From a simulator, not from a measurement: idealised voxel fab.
Process module under the name voxel self aligned vias
Square cell edge 5 nm, section width 190 nm, ID cut.
If you're reading a cross-section in this doc, picture square cells in a grid; it comes to you as bands, top ones listed first down to the bottom, and a band can be one or more rows of cells.
It is stipulated that each band's entry specify, in nanometres, the height of the top of the band and then that of its bottom, followed by the materials of the band in left-to-right sequence, each together with its width in nanometres. A single material marked by the word "edge to edge" is understood to fill the band from edge to edge; the word "blank" is understood to denote empty space.
Beneath 0, the wafer as received is one material, and that level is where height counting begins. The lowest band goes on downward without a bottom; it is written like "from 0 down".
The notation "30..40" denotes a width that varies across the rows of cells in the band, beginning at the first number in the top row, finishing at the second number in the bottom row, and changing by an identical amount from each row to the next.
Basically "remained unchanged" means that step didn't change any cell in the cross-section.
In the "Sealed void listing" entry, you get each enclosed empty space of 8 cells or more, one with no open way to the top, written width x height at distance, distance from the left edge, in nm.
Step line, after settings: the simulator's comment on this step.
overlay nm: step with mask; distance mask lay right of planned place; negative value = left of planned place.

## Steps in the process plan
step 1: RECEIVE (material Si)
step 2: CONFORMAL_DEP (material SiO2; thk nm 10)
step 3: CONFORMAL_DEP (material SiCN; thk nm 5)
step 4: DIRECTIONAL_DEP (material lowk; thk nm 20)
step 5: PATTERN (tone open; mask id LINES; material resist; width nm 25; pitch nm 65; thk nm 20; overlay nm 0)
step 6: DIRECTIONAL_ETCH (etch materials lowk; depth nm 20)
step 7: STRIP (etch materials resist)
step 8: CONFORMAL_DEP (material TiN; thk nm 5)
step 9: FILL_DEP (material Ru; thk nm 10)
step 10: CMP (height nm 35)
step 11: SELECTIVE_ETCH (etch materials W Ru TiN; depth nm 5)
step 12: FILL_DEP (material SiN; thk nm 5)
step 13: CMP (height nm 35)
step 14: DIRECTIONAL_DEP (material lowk; thk nm 20)
step 15: MASKED_ETCH (tone open; mask id VIAS; width nm 35; etch materials lowk; depth nm 20; overlay nm 0)
step 16: MASKED_ETCH (tone open; mask id VIAS; width nm 35; etch materials SiN; depth nm 5; overlay nm 0)
step 17: CONFORMAL_DEP (material TiN; thk nm 5)
step 18: FILL_DEP (material Ru; thk nm 5)
step 19: CMP (height nm 55)
step 20: CONFORMAL_DEP (material SiCN; thk nm 5)

## The following pertains to the first of two wafers, which was processed as planned

## Delivered wafer in cross-section: state after step 1
- from 0 down  Si edge to edge
- Sealed void listing: none

## Wafer xsec, post step 2
- from 10 to 0  SiO2 edge to edge
- At heights below 0, the structure remains unaltered.

## Wafer xsec, post step 3
- from 15 to 10  SiCN edge to edge
- At heights below 10, the structure remains unaltered.

## Wafer xsec, post step 4
- from 35 to 15  lowk edge to edge
- At heights below 15, the structure remains unaltered.

## Wafer xsec, post step 5
- from 55 to 35  resist 50  blank 25  resist 40  blank 25  resist 50
- At heights below 35, the structure remains unaltered.

## Wafer xsec, post step 6
- from 55 to 35  resist 50  blank 25  resist 40  blank 25  resist 50
- from 35 to 15  lowk 50  blank 25  lowk 40  blank 25  lowk 50
- At heights below 15, the structure remains unaltered.

## Wafer xsec, post step 7
- from 35 to 15  lowk 50  blank 25  lowk 40  blank 25  lowk 50
- At heights below 15, the structure remains unaltered.

## Wafer xsec, post step 8
- from 40 to 35  TiN 55  blank 15  TiN 50  blank 15  TiN 55
- from 35 to 20  lowk 50  TiN 5  blank 15  TiN 5  lowk 40  TiN 5  blank 15  TiN 5  lowk 50
- from 20 to 15  lowk 50  TiN 25  lowk 40  TiN 25  lowk 50
- At heights below 15, the structure remains unaltered.

## Wafer xsec, post step 9
- from 50 to 40  Ru edge to edge
- from 40 to 35  TiN 55  Ru 15  TiN 50  Ru 15  TiN 55
- from 35 to 20  lowk 50  TiN 5  Ru 15  TiN 5  lowk 40  TiN 5  Ru 15  TiN 5  lowk 50
- At heights below 20, the structure remains unaltered.

## Wafer xsec, post step 10
- from 35 to 20  lowk 50  TiN 5  Ru 15  TiN 5  lowk 40  TiN 5  Ru 15  TiN 5  lowk 50
- At heights below 20, the structure remains unaltered.

## Wafer xsec, post step 11
- from 35 to 30  lowk 50  blank 25  lowk 40  blank 25  lowk 50
- At heights below 30, the structure remains unaltered.

## Wafer xsec, post step 12
- from 40 to 35  SiN edge to edge
- from 35 to 30  lowk 50  SiN 25  lowk 40  SiN 25  lowk 50
- At heights below 30, the structure remains unaltered.

## Wafer xsec, post step 13
- from 35 to 30  lowk 50  SiN 25  lowk 40  SiN 25  lowk 50
- At heights below 30, the structure remains unaltered.

## Wafer xsec, post step 14
- from 55 to 35  lowk edge to edge
- At heights below 35, the structure remains unaltered.

## Wafer xsec, post step 15
- from 55 to 35  lowk 45  blank 35  lowk 110
- At heights below 35, the structure remains unaltered.

## Wafer xsec, post step 16
- from 55 to 35  lowk 45  blank 35  lowk 110
- from 35 to 30  lowk 50  blank 25  lowk 40  SiN 25  lowk 50
- At heights below 30, the structure remains unaltered.

## Wafer xsec, post step 17
- from 60 to 55  TiN 50  blank 25  TiN 115
- from 55 to 40  lowk 45  TiN 5  blank 25  TiN 5  lowk 110
- from 40 to 35  lowk 45  TiN 10  blank 15  TiN 10  lowk 110
- from 35 to 30  lowk 50  TiN 25  lowk 40  SiN 25  lowk 50
- At heights below 30, the structure remains unaltered.

## Wafer xsec, post step 18
- from 65 to 60  Ru edge to edge
- from 60 to 55  TiN 50  Ru 25  TiN 115
- from 55 to 40  lowk 45  TiN 5  Ru 25  TiN 5  lowk 110
- from 40 to 35  lowk 45  TiN 10  Ru 15  TiN 10  lowk 110
- At heights below 35, the structure remains unaltered.

## Wafer xsec, post step 19
- from 55 to 40  lowk 45  TiN 5  Ru 25  TiN 5  lowk 110
- At heights below 40, the structure remains unaltered.

## Wafer xsec, post step 20
- from 60 to 55  SiCN edge to edge
- At heights below 55, the structure remains unaltered.

## Now the other wafer: same start, same recipe, but we messed up one thing when running it. Up to and including step 2 it's the same as the first one

## Second wafer shown in cross-section at the time step 3 was slated to end
- from 15 to 10  lowk edge to edge
- At heights below 10, the structure remains unaltered.

## Second wafer shown in cross-section at the time step 4 was slated to end
- from 35 to 10  lowk edge to edge
- At heights below 10, the structure remains unaltered.

## Second wafer shown in cross-section at the time step 5 was slated to end
- from 55 to 35  resist 50  blank 25  resist 40  blank 25  resist 50
- At heights below 35, the structure remains unaltered.

## Second wafer shown in cross-section at the time step 6 was slated to end
- from 55 to 35  resist 50  blank 25  resist 40  blank 25  resist 50
- from 35 to 15  lowk 50  blank 25  lowk 40  blank 25  lowk 50
- At heights below 15, the structure remains unaltered.

## Second wafer shown in cross-section at the time step 7 was slated to end
- from 35 to 15  lowk 50  blank 25  lowk 40  blank 25  lowk 50
- At heights below 15, the structure remains unaltered.

## Second wafer shown in cross-section at the time step 8 was slated to end
- from 40 to 35  TiN 55  blank 15  TiN 50  blank 15  TiN 55
- from 35 to 20  lowk 50  TiN 5  blank 15  TiN 5  lowk 40  TiN 5  blank 15  TiN 5  lowk 50
- from 20 to 15  lowk 50  TiN 25  lowk 40  TiN 25  lowk 50
- At heights below 15, the structure remains unaltered.

## Second wafer shown in cross-section at the time step 9 was slated to end
- from 50 to 40  Ru edge to edge
- from 40 to 35  TiN 55  Ru 15  TiN 50  Ru 15  TiN 55
- from 35 to 20  lowk 50  TiN 5  Ru 15  TiN 5  lowk 40  TiN 5  Ru 15  TiN 5  lowk 50
- At heights below 20, the structure remains unaltered.

## Second wafer shown in cross-section at the time step 10 was slated to end
- from 35 to 20  lowk 50  TiN 5  Ru 15  TiN 5  lowk 40  TiN 5  Ru 15  TiN 5  lowk 50
- At heights below 20, the structure remains unaltered.

## Second wafer shown in cross-section at the time step 11 was slated to end
- from 35 to 30  lowk 50  blank 25  lowk 40  blank 25  lowk 50
- At heights below 30, the structure remains unaltered.

## Second wafer shown in cross-section at the time step 12 was slated to end
- from 40 to 35  SiN edge to edge
- from 35 to 30  lowk 50  SiN 25  lowk 40  SiN 25  lowk 50
- At heights below 30, the structure remains unaltered.

## Second wafer shown in cross-section at the time step 13 was slated to end
- from 35 to 30  lowk 50  SiN 25  lowk 40  SiN 25  lowk 50
- At heights below 30, the structure remains unaltered.

## Second wafer shown in cross-section at the time step 14 was slated to end
- from 55 to 35  lowk edge to edge
- At heights below 35, the structure remains unaltered.

## Second wafer shown in cross-section at the time step 15 was slated to end
- from 55 to 35  lowk 45  blank 35  lowk 110
- At heights below 35, the structure remains unaltered.

## Second wafer shown in cross-section at the time step 16 was slated to end
- from 55 to 35  lowk 45  blank 35  lowk 110
- from 35 to 30  lowk 50  blank 25  lowk 40  SiN 25  lowk 50
- At heights below 30, the structure remains unaltered.

## Second wafer shown in cross-section at the time step 17 was slated to end
- from 60 to 55  TiN 50  blank 25  TiN 115
- from 55 to 40  lowk 45  TiN 5  blank 25  TiN 5  lowk 110
- from 40 to 35  lowk 45  TiN 10  blank 15  TiN 10  lowk 110
- from 35 to 30  lowk 50  TiN 25  lowk 40  SiN 25  lowk 50
- At heights below 30, the structure remains unaltered.

## Second wafer shown in cross-section at the time step 18 was slated to end
- from 65 to 60  Ru edge to edge
- from 60 to 55  TiN 50  Ru 25  TiN 115
- from 55 to 40  lowk 45  TiN 5  Ru 25  TiN 5  lowk 110
- from 40 to 35  lowk 45  TiN 10  Ru 15  TiN 10  lowk 110
- At heights below 35, the structure remains unaltered.

## Second wafer shown in cross-section at the time step 19 was slated to end
- from 55 to 40  lowk 45  TiN 5  Ru 25  TiN 5  lowk 110
- At heights below 40, the structure remains unaltered.

## Second wafer shown in cross-section at the time step 20 was slated to end
- from 60 to 55  SiCN edge to edge
- At heights below 55, the structure remains unaltered.
What broke from the plan during processing? step 3 did not use the planned setting and instead ran as CONFORMAL_DEP (material lowk; thk nm 5)
FYI, end of process, the second wafer has more or fewer cells of some materials than the first: SiCN: 38 fewer; lowk: 38 more
